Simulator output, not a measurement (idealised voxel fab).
voxel self aligned vias: a process module
Section shown: cut. Width: 210 nm. Cell size: 5 nm, square.
Cross-section, as written here: a square-cell grid given band by band from the top down, where a band holds one or more rows of cells. Quick guide to a band line: top height, bottom height (nm) up front; then every material left to right with its width in nm. Only one material and it's marked "edge to edge"? Then it fills the band edge to edge. And "empty" just means empty space. Counting heights begins at 0, where everything beneath is, in the wafer as received, one material. The lowest band has no bottom; it goes on downwards, as "z 0 and below" shows. Note: "30..40" means the width goes from the first number (top row of the band) to the second number (bottom row) in equal steps per row of cells. Key: "no modification" - step with no changed cell in the cross-section. Heads up: "Closed cavities" only lists the empty pockets with no open path to the top that are 8 cells or more, and it writes them as width x height at distance, distance from the left edge, in nm. Post-settings text on a step line: simulator's own remark regarding the step. Regarding "overlay nm": on a step with a mask, it is the distance the mask lay to the right of its planned place; a negative value places it to the left.

### The steps planned for the process are as follows
| 1 | RECEIVE (material Si) |
| 2 | CONFORMAL_DEP (material SiO2; thk nm 15) |
| 3 | CONFORMAL_DEP (material SiCN; thk nm 5) |
| 4 | DIRECTIONAL_DEP (material lowk; thk nm 25) |
| 5 | DIRECTIONAL_DEP (material aC; thk nm 15) |
| 6 | PATTERN (tone open; mask id LINES; material resist; width nm 20; pitch nm 50; thk nm 35; overlay nm 0) |
| 7 | DIRECTIONAL_ETCH (etch materials aC; depth nm 15) |
| 8 | STRIP (etch materials resist) |
| 9 | DIRECTIONAL_ETCH (etch materials lowk; depth nm 25) |
| 10 | STRIP (etch materials aC) |
| 11 | CONFORMAL_DEP (material TiN; thk nm 5) |
| 12 | FILL_DEP (material W; thk nm 5) |
| 13 | CMP (height nm 45) |
| 14 | SELECTIVE_ETCH (etch materials W Ru TiN; depth nm 5) |
| 15 | FILL_DEP (material SiN; thk nm 10) |
| 16 | CMP (height nm 45) |
| 17 | DIRECTIONAL_DEP (material lowk; thk nm 20) |
| 18 | PATTERN (tone open; mask id VIAS; material resist; width nm 30; thk nm 15; overlay nm 0) |
| 19 | DIRECTIONAL_ETCH (etch materials lowk; depth nm 20) |
| 20 | DIRECTIONAL_ETCH (etch materials SiN; depth nm 5) |
| 21 | STRIP (etch materials resist) |
| 22 | CONFORMAL_DEP (material TiN; thk nm 5) |
| 23 | FILL_DEP (material Ru; thk nm 10) |
| 24 | CMP (height nm 65) |
| 25 | CONFORMAL_DEP (material SiCN; thk nm 5) |

### Wafer cross-section on receipt, i.e. after step 1
	z 0 and below: Si edge to edge
	Closed cavities: none

### Wafer at module end, in section. Began as above, planned as above, run with one mistake
	z 70 to 65: SiCN edge to edge
	z 65 to 45: lowk=65 | TiN=5 | Ru=20 | TiN=5 | lowk=115
	z 45 to 40: lowk=65 | TiN=30 | lowk=25 | SiN=20 | lowk=70
	z 40 to 25: lowk=65 | TiN=10 | W=10 | TiN=10 | lowk=25 | TiN=5 | W=10 | TiN=5 | lowk=70
	z 25 to 20: lowk=70 | TiN=20 | lowk=30 | TiN=20 | lowk=70
	z 20 to 15: SiCN edge to edge
	z 15 to 0: SiO2 edge to edge
	z 0 and below: Si edge to edge
	Closed cavities: none
Heads up, the wafer didn't run the way we planned it: twice, step 19 of the plan was run
